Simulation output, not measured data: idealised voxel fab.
process module | voxel air gaps
cross-section cut | 170 nm wide | cells 5 nm
A cross-section is a grid of square cells, given in bands from the top down. A band is one or more rows of cells.
Each band's line starts with the height of the band's top and of its bottom, in nm. Then come its materials from left to right, each with its width in nm. One material with "throughout" fills the band from edge to edge. "air" is empty space.
Height 0 is the level under which the wafer as received is all one material. The lowest band goes on downwards, as in "0 down".
A width such as "30 to 40" changes by the same amount from each row of cells to the next, from the band's top row to its bottom row.
"no change" after a step means that no cell of the cross-section changed.
closed voids: empty space of 8 cells or more with no open way to the top, each as width x height at its distance from the left edge, in nm
after a step's settings: what the simulator itself notes on the step
overlay nm, on a step with a mask: how far to the right of its planned place the mask lay; to the left if negative
plan
1 op RECEIVE | material Si
2 op CONFORMAL_DEP | material SiO2 | thk nm 10
3 op CONFORMAL_DEP | material SiN | thk nm 5
4 op DIRECTIONAL_DEP | material lowk | thk nm 40
5 op DIRECTIONAL_DEP | material aC | thk nm 10
6 op PATTERN | tone open | mask id LINES | material resist | width nm 20 | pitch nm 45 | thk nm 25 | overlay nm 0
7 op DIRECTIONAL_ETCH | etch materials aC | depth nm 10
8 op STRIP | etch materials resist
9 op DIRECTIONAL_ETCH | etch materials lowk | depth nm 40
10 op STRIP | etch materials aC
11 op CONFORMAL_DEP | material TiN | thk nm 5
12 op FILL_DEP | material Ru | thk nm 10
13 op CMP | height nm 55
14 op EPI | material Ru | thk nm 10
15 op SELECTIVE_ETCH | etch materials lowk | depth nm 50
16 op CONFORMAL_DEP | material SiCN | thk nm 5
as received, after step 1
  0 down: Si throughout
  closed voids: none
a wafer at the end: this start, this plan, one mistake
  60 to 55: SiCN throughout
  55 to 50: SiN throughout
  50 to 10: lowk throughout
  10 to 0: SiO2 throughout
  0 down: Si throughout
  closed voids: none
what went wrong: steps 3 and 4 were swapped
